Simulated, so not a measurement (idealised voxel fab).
The process module presented herein is designated voxel transistor to metal.
Each square cell in cross-section cut measures 5 nm, and the section as a whole is 215 nm wide.
Cross-section spec: square-cell grid; bands listed top down; each band is one or more rows.
This entry defines a band. It first specifies the height of the band's top and the height of its bottom in nm, and then specifies the band's materials from left to right, stating each material with its width in nm. The word "edge to edge" identifies a single material that fills the band from edge to edge, while the word "empty" identifies empty space.
Convention: height 0 is the level below which the wafer, as received, is all one material. The lowest band does not terminate at the bottom but continues downward, represented as "0 and below".
A width such as "30..40" changes by the same amount from each row of cells to the next, from the band's top row to its bottom row.
Any step labelled "no alterations made" changed none of the cells in the cross-section.
Look at "Sealed-off cavities" for the closed voids: empty spaces with no open path to the top, sized 8 cells or up. Each is width x height at distance, distance from the left edge, all nm.
The remark found on a step's line after its settings is issued by the simulator itself and pertains to that step.
"overlay nm" answers the question of how far to the right of plan the mask lay on a step that has a mask, and when it is negative the answer is to the left.

Steps planned for the process:
1,RECEIVE | material Si
2,CONFORMAL_DEP | material SiO2 | thk nm 5
3,CONFORMAL_DEP | material SiN | thk nm 15
4,PATTERN | tone cover | mask id ACTIVE | material resist | width nm 95 | thk nm 20 | overlay nm 0
5,DIRECTIONAL_ETCH | etch materials SiN | depth nm 15
6,DIRECTIONAL_ETCH | etch materials SiO2 | depth nm 5
7,DIRECTIONAL_ETCH | etch materials Si | depth nm 30
8,STRIP | etch materials resist
9,FILL_DEP | material SiO2 | thk nm 10
10,CMP | height nm 20
11,SELECTIVE_ETCH | etch materials SiO2 | depth nm 10
12,STRIP | etch materials SiN
13,SELECTIVE_ETCH | etch materials SiO2 | depth nm 5
14,OXIDIZE | depth nm 5
15,DIRECTIONAL_DEP | material polySi | thk nm 20
16,DIRECTIONAL_DEP | material SiCN | thk nm 10
17,DIRECTIONAL_DEP | material aC | thk nm 15
18,PATTERN | tone cover | mask id GATE | material resist | width nm 25 | thk nm 35 | overlay nm 0
19,DIRECTIONAL_ETCH | etch materials aC | depth nm 15
20,STRIP | etch materials resist
21,DIRECTIONAL_ETCH | etch materials SiCN | depth nm 20
22,DIRECTIONAL_ETCH | etch materials polySi | depth nm 30
23,STRIP | etch materials aC
24,CONFORMAL_DEP | material SiN | thk nm 5
25,DIRECTIONAL_ETCH | etch materials SiN | depth nm 5
26,DIRECTIONAL_ETCH | etch materials SiO2 | depth nm 5
27,EPI | material nSi | thk nm 5
28,FILL_DEP | material SiO2 | thk nm 10
29,CMP | height nm 30
30,DIRECTIONAL_DEP | material SiO2 | thk nm 10
31,MASKED_ETCH | tone open | mask id CONTACT | width nm 15 | pitch nm 70 | etch materials SiO2 | depth nm 40 | overlay nm 0
32,CONFORMAL_DEP | material TiN | thk nm 5
33,FILL_DEP | material Ru | thk nm 5
34,CMP | height nm 40
35,DIRECTIONAL_DEP | material TiN | thk nm 5
36,DIRECTIONAL_DEP | material W | thk nm 20
37,MASKED_ETCH | tone cover | mask id METAL_1 | width nm 15 | pitch nm 70 | etch materials W | depth nm 20 | overlay nm 0
38,MASKED_ETCH | tone cover | mask id METAL_1 | width nm 15 | pitch nm 70 | etch materials TiN | depth nm 5 | overlay nm 0
39,FILL_DEP | material SiO2 | thk nm 5
40,CMP | height nm 65
41,CONFORMAL_DEP | material SiN | thk nm 5

This is the cross-section of the wafer as we received it, i.e. after step 1:
  0 and below: Si edge to edge
  Sealed-off cavities: none

Post-module cross-section of the first of two wafers (run per plan):
  70 down to 65: SiN edge to edge
  65 down to 45: 65 SiO2, 15 W, 55 SiO2, 15 W, 65 SiO2
  45 down to 40: 65 SiO2, 15 TiN, 55 SiO2, 15 TiN, 65 SiO2
  40 down to 30: 65 SiO2, 5 TiN, 5 Ru, 5 TiN, 55 SiO2, 5 TiN, 5 Ru, 5 TiN, 65 SiO2
  30 down to 20: 65 SiO2, 5 TiN, 5 Ru, 5 TiN, 10 SiO2, 5 SiN, 25 SiCN, 5 SiN, 10 SiO2, 5 TiN, 5 Ru, 5 TiN, 65 SiO2
  20 down to 5: 65 SiO2, 5 TiN, 5 Ru, 5 TiN, 10 SiO2, 5 SiN, 25 polySi, 5 SiN, 10 SiO2, 5 TiN, 5 Ru, 5 TiN, 65 SiO2
  5 down to 0: 55 SiO2, 5 SiN, 5 SiO2, 15 TiN, 10 SiO2, 5 SiN, 25 polySi, 5 SiN, 10 SiO2, 15 TiN, 5 SiO2, 5 SiN, 55 SiO2
  0 down to -5: 60 SiO2, 30 nSi, 35 SiO2, 30 nSi, 60 SiO2
  -5 down to -30: 60 SiO2, 95 Si, 60 SiO2
  -30 and below: Si edge to edge
  Sealed-off cavities: none

Cross-sectional image of the second wafer of the two following completion of the module. Starting state and process plan were the same as for the first wafer; one execution error occurred:
  70 down to 65: SiN edge to edge
  65 down to 45: Ru edge to edge
  45 down to 40: TiN edge to edge
  40 down to 30: 65 SiO2, 5 TiN, 5 Ru, 5 TiN, 55 SiO2, 5 TiN, 5 Ru, 5 TiN, 65 SiO2
  30 down to 20: 65 SiO2, 5 TiN, 5 Ru, 5 TiN, 10 SiO2, 5 SiN, 25 SiCN, 5 SiN, 10 SiO2, 5 TiN, 5 Ru, 5 TiN, 65 SiO2
  20 down to 5: 65 SiO2, 5 TiN, 5 Ru, 5 TiN, 10 SiO2, 5 SiN, 25 polySi, 5 SiN, 10 SiO2, 5 TiN, 5 Ru, 5 TiN, 65 SiO2
  5 down to 0: 55 SiO2, 5 SiN, 5 SiO2, 15 TiN, 10 SiO2, 5 SiN, 25 polySi, 5 SiN, 10 SiO2, 15 TiN, 5 SiO2, 5 SiN, 55 SiO2
  0 down to -5: 60 SiO2, 30 nSi, 35 SiO2, 30 nSi, 60 SiO2
  -5 down to -30: 60 SiO2, 95 Si, 60 SiO2
  -30 and below: Si edge to edge
  Sealed-off cavities: none
Plan not followed: step 36 was not run as planned; what actually ran was DIRECTIONAL_DEP | material Ru | thk nm 20
at the end the second wafer has, in cells: 172 more of Ru | 185 fewer of SiO2 | 37 more of TiN | 24 fewer of W
